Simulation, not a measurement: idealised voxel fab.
process module | voxel transistor to metal
We display cut, a cross-section 185 nm in width whose square cells are each 5 nm.
When this document writes out a cross-section, it uses a grid of square cells and lists it as bands, beginning at the top and moving down, with a band standing for one or more rows of cells.
In this notation a band is specified by the heights of its top and bottom, in that order and in nm, after which its materials appear from left to right, each paired with its width in nm. The word "edge to edge" attached to a single material means that material fills the band from edge to edge; the word "blank" stands for empty space.
Beneath 0, the wafer as received is one material, and that level is where height counting begins. The lowest band goes on downward without a bottom; it is written like "0..down".
Think of "30..40" as a width that walks from the first number to the second as you go down the band, top row to bottom row, taking equal-sized steps from row to row.
What does "stayed the same" mean for a step? It means no cell of the cross-section changed in that step.
Each empty space that has no open way to the top and spans at least 8 cells appears under "Closed void entries" as width x height at distance, the distance counted from the left edge, all in nm.
That trailing text on a step's line, after the settings, is the simulator's own remark on the step.
Regarding "overlay nm": on a step with a mask, it is the distance the mask lay to the right of its planned place; a negative value places it to the left.

## The following list gives the planned process steps
step 1: RECEIVE: material Si
step 2: OXIDIZE: depth nm 5
step 3: CONFORMAL_DEP: material SiN, thk nm 10
step 4: DIRECTIONAL_DEP: material aC, thk nm 10
step 5: PATTERN: tone cover, mask id ACTIVE, material resist, width nm 120, thk nm 25, overlay nm 0
step 6: DIRECTIONAL_ETCH: etch materials aC, depth nm 10
step 7: STRIP: etch materials resist
step 8: DIRECTIONAL_ETCH: etch materials SiN, depth nm 10
step 9: DIRECTIONAL_ETCH: etch materials SiO2, depth nm 5
step 10: DIRECTIONAL_ETCH: etch materials Si, depth nm 20
step 11: STRIP: etch materials aC
step 12: OXIDIZE: depth nm 5
step 13: FILL_DEP: material SiO2, thk nm 5
step 14: CMP: height nm 10
step 15: SELECTIVE_ETCH: etch materials SiO2, depth nm 5
step 16: STRIP: etch materials SiN
step 17: SELECTIVE_ETCH: etch materials SiO2, depth nm 5
step 18: OXIDIZE: depth nm 5
step 19: DIRECTIONAL_DEP: material polySi, thk nm 25
step 20: DIRECTIONAL_DEP: material SiCN, thk nm 10
step 21: PATTERN: tone cover, mask id GATE, material resist, width nm 30, thk nm 15, overlay nm 0
step 22: DIRECTIONAL_ETCH: etch materials SiCN, depth nm 20
step 23: DIRECTIONAL_ETCH: etch materials polySi, depth nm 35
step 24: STRIP: etch materials resist
step 25: CONFORMAL_DEP: material SiO2, thk nm 5
step 26: DIRECTIONAL_ETCH: etch materials SiO2, depth nm 5
step 27: CONFORMAL_DEP: material SiN, thk nm 5
step 28: DIRECTIONAL_ETCH: etch materials SiN, depth nm 5
step 29: DIRECTIONAL_ETCH: etch materials SiO2, depth nm 5
step 30: DIRECTIONAL_ETCH: etch materials Si, depth nm 5
step 31: EPI: material SiGe, thk nm 5
step 32: FILL_DEP: material SiO2, thk nm 5
step 33: CMP: height nm 20
step 34: STRIP: etch materials polySi
step 35: SELECTIVE_ETCH: etch materials SiO2, depth nm 5
step 36: CONFORMAL_DEP: material HfO2, thk nm 5
step 37: CONFORMAL_DEP: material TiN, thk nm 5
step 38: FILL_DEP: material W, thk nm 5
step 39: CMP: height nm 15
step 40: DIRECTIONAL_DEP: material SiO2, thk nm 15
step 41: PATTERN: tone open, mask id CONTACT, material resist, width nm 15, pitch nm 85, thk nm 15, overlay nm 0
step 42: DIRECTIONAL_ETCH: etch materials SiO2, depth nm 40
step 43: STRIP: etch materials resist
step 44: CONFORMAL_DEP: material TiN, thk nm 5
step 45: FILL_DEP: material Ru, thk nm 10
step 46: CMP: height nm 30
step 47: CONFORMAL_DEP: material SiN, thk nm 5
step 48: DIRECTIONAL_DEP: material SiO2, thk nm 25
step 49: PATTERN: tone open, mask id METAL_1, material resist, width nm 15, pitch nm 85, thk nm 20, overlay nm 0
step 50: DIRECTIONAL_ETCH: etch materials SiO2, depth nm 25
step 51: DIRECTIONAL_ETCH: etch materials SiN, depth nm 5
step 52: STRIP: etch materials resist
step 53: CONFORMAL_DEP: material TiN, thk nm 5
step 54: FILL_DEP: material Cu, thk nm 10
step 55: CMP: height nm 60
step 56: CONFORMAL_DEP: material SiCN, thk nm 5

## This is the cross-section of the wafer as we received it, i.e. after step 1
    0..down  Si edge to edge
    Closed void entries: none

## The cross-section shown corresponds to the wafer at the conclusion of the module. The initial structure and the process plan are those presented above; however, one mistake occurred in executing the plan
    65..60  SiCN edge to edge
    60..35  40 SiO2; 5 TiN; 5 Cu; 5 TiN; 70 SiO2; 5 TiN; 5 Cu; 5 TiN; 45 SiO2
    35..30  40 SiN; 15 TiN; 70 SiN; 15 TiN; 45 SiN
    30..15  40 SiO2; 5 TiN; 5 Ru; 5 TiN; 70 SiO2; 5 TiN; 5 Ru; 5 TiN; 45 SiO2
    15..0  40 SiO2; 5 TiN; 5 Ru; 5 TiN; 10 SiO2; 5 SiN; 5 Ru; 5 TiN; 20 W; 5 TiN; 5 Ru; 5 SiN; 10 SiO2; 5 TiN; 5 Ru; 5 TiN; 45 SiO2
    0..-5  30 SiO2; 5 SiN; 5 SiO2; 5 TiN; 5 Ru; 5 TiN; 10 SiO2; 5 SiN; 5 Ru; 30 TiN; 5 Ru; 5 SiN; 10 SiO2; 5 TiN; 5 Ru; 5 TiN; 5 SiO2; 5 SiN; 35 SiO2
    -5..-10  40 SiO2; 15 TiN; 5 SiO2; 5 SiGe; 5 SiO2; 40 Ru; 5 SiO2; 5 SiGe; 5 SiO2; 15 TiN; 45 SiO2
    -10..-15  35 SiO2; 30 SiGe; 50 Si; 30 SiGe; 40 SiO2
    -15..-30  35 SiO2; 110 Si; 40 SiO2
    -30..down  Si edge to edge
    Closed void entries: none
Nonconformance to the process plan: step 36 was run on a setting that differed from the plan, and what really ran there is CONFORMAL_DEP: material Ru, thk nm 5
